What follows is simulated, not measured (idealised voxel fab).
process module | voxel transistor to metal
cross-section cut | 185 nm wide | cells 5 nm
A cross-section is a grid of square cells, given in bands from the top down. A band is one or more rows of cells.
Each band's line starts with the height of the band's top and of its bottom, in nm. Then come its materials from left to right, each with its width in nm. One material with "throughout" fills the band from edge to edge. "air" is empty space.
Height 0 is the level under which the wafer as received is all one material. The lowest band goes on downwards, as in "0 down".
A width such as "30 to 40" changes by the same amount from each row of cells to the next, from the band's top row to its bottom row.
"no change" after a step means that no cell of the cross-section changed.
closed voids: empty space of 8 cells or more with no open way to the top, each as width x height at its distance from the left edge, in nm
after a step's settings: what the simulator itself notes on the step
overlay nm, on a step with a mask: how far to the right of its planned place the mask lay; to the left if negative
plan
1 op RECEIVE | material Si
2 op CONFORMAL_DEP | material SiO2 | thk nm 5
3 op CONFORMAL_DEP | material SiN | thk nm 15
4 op PATTERN | tone cover | mask id ACTIVE | material resist | width nm 105 | thk nm 20 | overlay nm 0
5 op DIRECTIONAL_ETCH | etch materials SiN | depth nm 15
6 op DIRECTIONAL_ETCH | etch materials SiO2 | depth nm 5
7 op DIRECTIONAL_ETCH | etch materials Si | depth nm 30
8 op STRIP | etch materials resist
9 op FILL_DEP | material SiO2 | thk nm 5
10 op CMP | height nm 20
11 op SELECTIVE_ETCH | etch materials SiO2 | depth nm 5
12 op STRIP | etch materials SiN
13 op SELECTIVE_ETCH | etch materials SiO2 | depth nm 5
14 op OXIDIZE | depth nm 5
15 op DIRECTIONAL_DEP | material polySi | thk nm 30
16 op DIRECTIONAL_DEP | material SiCN | thk nm 10
17 op PATTERN | tone cover | mask id GATE | material resist | width nm 25 | thk nm 20 | overlay nm 0
18 op DIRECTIONAL_ETCH | etch materials SiCN | depth nm 20
19 op DIRECTIONAL_ETCH | etch materials polySi | depth nm 40
20 op STRIP | etch materials resist
21 op CONFORMAL_DEP | material SiN | thk nm 10
22 op DIRECTIONAL_ETCH | etch materials SiN | depth nm 10
23 op DIRECTIONAL_ETCH | etch materials SiO2 | depth nm 5
24 op DIRECTIONAL_ETCH | etch materials Si | depth nm 10
25 op EPI | material nSi | thk nm 10
26 op FILL_DEP | material SiO2 | thk nm 10
27 op CMP | height nm 40
28 op DIRECTIONAL_DEP | material SiO2 | thk nm 15
29 op PATTERN | tone open | mask id CONTACT | material resist | width nm 20 | pitch nm 75 | thk nm 15 | overlay nm 0
30 op DIRECTIONAL_ETCH | etch materials SiO2 | depth nm 60
31 op STRIP | etch materials resist
32 op CONFORMAL_DEP | material TiN | thk nm 5
33 op FILL_DEP | material Ru | thk nm 5
34 op CMP | height nm 55
35 op DIRECTIONAL_DEP | material TiN | thk nm 5
36 op DIRECTIONAL_DEP | material W | thk nm 20
37 op MASKED_ETCH | tone cover | mask id METAL_1 | width nm 20 | pitch nm 75 | etch materials W | depth nm 20 | overlay nm 0
38 op MASKED_ETCH | tone cover | mask id METAL_1 | width nm 20 | pitch nm 75 | etch materials TiN | depth nm 5 | overlay nm 0
39 op CONFORMAL_DEP | material SiCN | thk nm 5
40 op FILL_DEP | material SiO2 | thk nm 5
41 op CMP | height nm 80
42 op CONFORMAL_DEP | material SiCN | thk nm 5
as received, after step 1
  0 down: Si throughout
  closed voids: none
first wafer at the end, as planned
  85 to 80: SiCN throughout
  80 to 60: SiO2 40 | SiCN 5 | W 20 | SiCN 5 | SiO2 45 | SiCN 5 | W 20 | SiCN 5 | SiO2 40
  60 to 55: SiCN 45 | TiN 20 | SiCN 55 | TiN 20 | SiCN 45
  55 to 40: SiO2 45 | TiN 5 | Ru 10 | TiN 5 | SiO2 55 | TiN 5 | Ru 10 | TiN 5 | SiO2 45
  40 to 30: SiO2 45 | TiN 5 | Ru 10 | TiN 5 | SiO2 5 | SiN 10 | SiCN 25 | SiN 10 | SiO2 5 | TiN 5 | Ru 10 | TiN 5 | SiO2 45
  30 to 10: SiO2 45 | TiN 5 | Ru 10 | TiN 5 | SiO2 5 | SiN 10 | polySi 25 | SiN 10 | SiO2 5 | TiN 5 | Ru 10 | TiN 5 | SiO2 45
  10 to 5: SiO2 35 | SiN 10 | TiN 20 | SiO2 5 | SiN 10 | polySi 25 | SiN 10 | SiO2 5 | TiN 20 | SiN 10 | SiO2 35
  5 to 0: SiO2 35 | SiN 10 | nSi 10 | TiN 5 | nSi 10 | SiN 10 | polySi 25 | SiN 10 | nSi 10 | TiN 5 | nSi 10 | SiN 10 | SiO2 35
  0 to -5: SiO2 45 | nSi 10 | TiN 5 | nSi 10 | SiO2 45 | nSi 10 | TiN 5 | nSi 10 | SiO2 45
  -5 to -15: SiO2 40 | Si 5 | nSi 25 | Si 45 | nSi 25 | Si 5 | SiO2 40
  -15 to -30: SiO2 40 | Si 105 | SiO2 40
  -30 down: Si throughout
  closed voids: none
second wafer at the end: like start, like plan, one mistake
  85 to 80: SiCN throughout
  80 to 65: SiO2 45 | SiCN 5 | W 15 | SiCN 5 | SiO2 50 | SiCN 5 | W 15 | SiCN 5 | SiO2 40
  65 to 60: SiO2 40 | SiCN 10 | W 15 | SiCN 5 | SiO2 45 | SiCN 10 | W 15 | SiCN 5 | SiO2 40
  60 to 55: SiCN 45 | TiN 20 | SiCN 55 | TiN 20 | SiCN 45
  55 to 40: SiO2 45 | TiN 5 | Ru 10 | TiN 5 | SiO2 55 | TiN 5 | Ru 10 | TiN 5 | SiO2 45
  40 to 30: SiO2 45 | TiN 5 | Ru 10 | TiN 5 | SiO2 5 | SiN 10 | SiCN 25 | SiN 10 | SiO2 5 | TiN 5 | Ru 10 | TiN 5 | SiO2 45
  30 to 10: SiO2 45 | TiN 5 | Ru 10 | TiN 5 | SiO2 5 | SiN 10 | polySi 25 | SiN 10 | SiO2 5 | TiN 5 | Ru 10 | TiN 5 | SiO2 45
  10 to 5: SiO2 35 | SiN 10 | TiN 20 | SiO2 5 | SiN 10 | polySi 25 | SiN 10 | SiO2 5 | TiN 20 | SiN 10 | SiO2 35
  5 to 0: SiO2 35 | SiN 10 | nSi 10 | TiN 5 | nSi 10 | SiN 10 | polySi 25 | SiN 10 | nSi 10 | TiN 5 | nSi 10 | SiN 10 | SiO2 35
  0 to -5: SiO2 45 | nSi 10 | TiN 5 | nSi 10 | SiO2 45 | nSi 10 | TiN 5 | nSi 10 | SiO2 45
  -5 to -15: SiO2 40 | Si 5 | nSi 25 | Si 45 | nSi 25 | Si 5 | SiO2 40
  -15 to -30: SiO2 40 | Si 105 | SiO2 40
  -30 down: Si throughout
  closed voids: none
what went wrong: step 37 ran as: op MASKED_ETCH | tone cover | mask id METAL_1 | width nm 15 | pitch nm 75 | etch materials W | depth nm 20 | overlay nm 0
at the end the second wafer has, in cells: 2 more of SiCN | 6 more of SiO2 | 8 fewer of W
